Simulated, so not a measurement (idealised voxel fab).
The following is a process module called voxel spacer lines.
Cross-section cut: width 180 nm, square cells of 5 nm.
In this document a cross-section is written as a grid of square cells. It is given as a series of bands, listed from the top down, and a band is one or more rows of cells. Band: top height; bottom height; in nm. Then, left to right: material with width in nm, for each material. "all across": a single material spanning edge to edge. "blank": empty space. Zero point of the height axis is 0; under it, received wafer = one material. Lowest band: continues down indefinitely, "0 down". It should be noted that a width expressed as "30 to 40" varies in equal increments from row to row of cells within the band, taking the value of the first number at the top row and that of the second number at the bottom row. Key: "everything unchanged" - step with no changed cell in the cross-section. The entry "Sealed void list" lists the empty spaces that cover at least 8 cells and have no open path to the top. Each is written as width x height at distance, where the distance is measured from the left edge and all three values are in nm. Where a step's line continues beyond its settings, the continuation is a remark by the simulator itself on that step. overlay nm: how far to the right of its planned place the mask lay on this masked step (negative: to the left).

### The planned process steps are enumerated hereunder
1) RECEIVE: material Si
2) CONFORMAL_DEP: material Al2O3, thk nm 5
3) DIRECTIONAL_DEP: material W, thk nm 10
4) DIRECTIONAL_DEP: material aC, thk nm 30
5) PATTERN: tone cover, mask id MANDREL, material resist, width nm 15, pitch nm 50, thk nm 35, overlay nm 0
6) DIRECTIONAL_ETCH: etch materials aC, depth nm 30
7) STRIP: etch materials resist
8) CONFORMAL_DEP: material SiO2, thk nm 10
9) DIRECTIONAL_ETCH: etch materials SiO2, depth nm 10
10) STRIP: etch materials aC
11) DIRECTIONAL_ETCH: etch materials W, depth nm 10
12) STRIP: etch materials SiO2
13) FILL_DEP: material lowk, thk nm 10
14) CMP: height nm 15

### First wafer out of two, processed as planned

### Cross-section: wafer on arrival = after step 1
  0 down  Si all across
  Sealed void list: none

### Step 2 complete: cross-section through the wafer
  5 to 0  Al2O3 all across
  Unchanged below 0.

### Step 3 complete: cross-section through the wafer
  15 to 5  W all across
  Unchanged below 5.

### Step 4 complete: cross-section through the wafer
  45 to 15  aC all across
  Unchanged below 15.

### Step 5 complete: cross-section through the wafer
  80 to 45  blank 30 nm; resist 15 nm; blank 35 nm; resist 15 nm; blank 35 nm; resist 15 nm; blank 35 nm
  Unchanged below 45.

### Step 6 complete: cross-section through the wafer
  50 to 45  blank 30 nm; resist 15 nm; blank 35 nm; resist 15 nm; blank 35 nm; resist 15 nm; blank 35 nm
  45 to 15  blank 30 nm; aC 15 nm; blank 35 nm; aC 15 nm; blank 35 nm; aC 15 nm; blank 35 nm
  Unchanged below 15.

### Step 7 complete: cross-section through the wafer
  45 to 15  blank 30 nm; aC 15 nm; blank 35 nm; aC 15 nm; blank 35 nm; aC 15 nm; blank 35 nm
  Unchanged below 15.

### Step 8 complete: cross-section through the wafer
  55 to 45  blank 20 nm; SiO2 35 nm; blank 15 nm; SiO2 35 nm; blank 15 nm; SiO2 35 nm; blank 25 nm
  45 to 25  blank 20 nm; SiO2 10 nm; aC 15 nm; SiO2 10 nm; blank 15 nm; SiO2 10 nm; aC 15 nm; SiO2 10 nm; blank 15 nm; SiO2 10 nm; aC 15 nm; SiO2 10 nm; blank 25 nm
  25 to 15  SiO2 30 nm; aC 15 nm; SiO2 35 nm; aC 15 nm; SiO2 35 nm; aC 15 nm; SiO2 35 nm
  Unchanged below 15.

### Step 9 complete: cross-section through the wafer
  45 to 15  blank 20 nm; SiO2 10 nm; aC 15 nm; SiO2 10 nm; blank 15 nm; SiO2 10 nm; aC 15 nm; SiO2 10 nm; blank 15 nm; SiO2 10 nm; aC 15 nm; SiO2 10 nm; blank 25 nm
  Unchanged below 15.

### Step 10 complete: cross-section through the wafer
  45 to 15  blank 20 nm; SiO2 10 nm; blank 15 nm; SiO2 10 nm; blank 15 nm; SiO2 10 nm; blank 15 nm; SiO2 10 nm; blank 15 nm; SiO2 10 nm; blank 15 nm; SiO2 10 nm; blank 25 nm
  Unchanged below 15.

### Step 11 complete: cross-section through the wafer
  45 to 15  blank 20 nm; SiO2 10 nm; blank 15 nm; SiO2 10 nm; blank 15 nm; SiO2 10 nm; blank 15 nm; SiO2 10 nm; blank 15 nm; SiO2 10 nm; blank 15 nm; SiO2 10 nm; blank 25 nm
  15 to 5  blank 20 nm; W 10 nm; blank 15 nm; W 10 nm; blank 15 nm; W 10 nm; blank 15 nm; W 10 nm; blank 15 nm; W 10 nm; blank 15 nm; W 10 nm; blank 25 nm
  Unchanged below 5.

### Step 12 complete: cross-section through the wafer
  15 to 5  blank 20 nm; W 10 nm; blank 15 nm; W 10 nm; blank 15 nm; W 10 nm; blank 15 nm; W 10 nm; blank 15 nm; W 10 nm; blank 15 nm; W 10 nm; blank 25 nm
  Unchanged below 5.

### Step 13 complete: cross-section through the wafer
  25 to 15  lowk all across
  15 to 5  lowk 20 nm; W 10 nm; lowk 15 nm; W 10 nm; lowk 15 nm; W 10 nm; lowk 15 nm; W 10 nm; lowk 15 nm; W 10 nm; lowk 15 nm; W 10 nm; lowk 25 nm
  Unchanged below 5.

### Step 14 complete: cross-section through the wafer
  15 to 5  lowk 20 nm; W 10 nm; lowk 15 nm; W 10 nm; lowk 15 nm; W 10 nm; lowk 15 nm; W 10 nm; lowk 15 nm; W 10 nm; lowk 15 nm; W 10 nm; lowk 25 nm
  Unchanged below 5.

### The Second Wafer: Common Origin and Plan, One Mistake in Execution, Identical to the First Through Step 12

### Cross-section of the second wafer at the time by which step 13 should have been completed according to the plan
  35 to 15  lowk all across
  15 to 5  lowk 20 nm; W 10 nm; lowk 15 nm; W 10 nm; lowk 15 nm; W 10 nm; lowk 15 nm; W 10 nm; lowk 15 nm; W 10 nm; lowk 15 nm; W 10 nm; lowk 25 nm
  Unchanged below 5.

### Cross-section of the second wafer at the time by which step 14 should have been completed according to the plan
  15 to 5  lowk 20 nm; W 10 nm; lowk 15 nm; W 10 nm; lowk 15 nm; W 10 nm; lowk 15 nm; W 10 nm; lowk 15 nm; W 10 nm; lowk 15 nm; W 10 nm; lowk 25 nm
  Unchanged below 5.
Where did the run depart from the plan? heads up, step 13 of the plan got done twice
The two wafers come out with the same cross-section, meaning that, for this model, the mistake has no consequence in the computed result.
